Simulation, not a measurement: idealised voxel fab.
The document below concerns the process module designated voxel self aligned vias.
Each square cell in cross-section cut measures 5 nm, and the section as a whole is 225 nm wide.
When this document writes out a cross-section, it uses a grid of square cells and lists it as bands, beginning at the top and moving down, with a band standing for one or more rows of cells. The band entry comprises the height of the band's top followed by the height of its bottom, expressed in nm, and subsequently the band's materials from left to right, each stated together with its width in nm. Where a single material is marked with the word "edge to edge", that material fills the band from edge to edge. The word "blank" represents empty space. Height reference: 0 = level under which incoming wafer is all one material. Lowest band: no bottom, runs on downward, e.g. "0 down". Quick explanation for "30 to 40": the width changes in equal steps down the rows of cells, from the first number in the band's top row to the second number in its bottom row. What does "changes: none" mean for a step? It means no cell of the cross-section changed in that step. What "Closed void register" gives you is every empty space of 8 cells or more that is cut off from the top. Each appears as width x height at distance, with the distance taken from the left edge and width, height and distance all in nm. Note: text after step settings on the step line = simulator remark on that step. overlay nm, on a step with a mask: how far to the right of its planned place the mask lay; to the left if negative.
Set out below are the planned steps of the process
- 1: op RECEIVE | material Si
- 2: op CONFORMAL_DEP | material SiO2 | thk nm 15
- 3: op CONFORMAL_DEP | material SiCN | thk nm 5
- 4: op DIRECTIONAL_DEP | material SiO2 | thk nm 20
- 5: op DIRECTIONAL_DEP | material aC | thk nm 10
- 6: op PATTERN | tone open | mask id LINES | material resist | width nm 20 | pitch nm 45 | thk nm 25 | overlay nm 0
- 7: op DIRECTIONAL_ETCH | etch materials aC | depth nm 10
- 8: op STRIP | etch materials resist
- 9: op DIRECTIONAL_ETCH | etch materials SiO2 | depth nm 20
- 10: op STRIP | etch materials aC
- 11: op CONFORMAL_DEP | material TiN | thk nm 5
- 12: op FILL_DEP | material Ru | thk nm 10
- 13: op CMP | height nm 40
- 14: op SELECTIVE_ETCH | etch materials W Ru TiN | depth nm 5
- 15: op FILL_DEP | material SiN | thk nm 10
- 16: op CMP | height nm 40
- 17: op DIRECTIONAL_DEP | material SiO2 | thk nm 20
- 18: op MASKED_ETCH | tone open | mask id VIAS | width nm 30 | etch materials SiO2 | depth nm 20 | overlay nm 0
- 19: op MASKED_ETCH | tone open | mask id VIAS | width nm 30 | etch materials SiN | depth nm 5 | overlay nm 0
- 20: op CONFORMAL_DEP | material TiN | thk nm 5
- 21: op FILL_DEP | material Ru | thk nm 5
- 22: op CMP | height nm 60
- 23: op CONFORMAL_DEP | material SiCN | thk nm 5
Wafer as received: cross-section following step 1
	0 down  Si edge to edge
	Closed void register: none
Post-module cross-section: identical start and plan to those above, one misstep in execution
	65 to 60  SiCN edge to edge
	60 to 45  SiO2: 75 / TiN: 5 / Ru: 20 / TiN: 5 / SiO2: 120
	45 to 40  SiO2: 75 / TiN: 30 / SiO2: 120
	40 to 35  SiN: 75 / TiN: 5 / SiO2: 20 / TiN: 5 / SiN: 20 / SiO2: 20 / SiN: 80
	35 to 25  Ru: 75 / TiN: 5 / SiO2: 20 / TiN: 5 / Ru: 15 / TiN: 5 / SiO2: 20 / TiN: 5 / Ru: 75
	25 to 20  TiN: 80 / SiO2: 20 / TiN: 25 / SiO2: 20 / TiN: 80
	20 to 15  SiCN edge to edge
	15 to 0  SiO2 edge to edge
	0 down  Si edge to edge
	Closed void register: none
Where did the run depart from the plan? heads up, step 6 didn't go per plan, it actually ran as op PATTERN | tone cover | mask id LINES | material resist | width nm 20 | pitch nm 45 | thk nm 25 | overlay nm 0
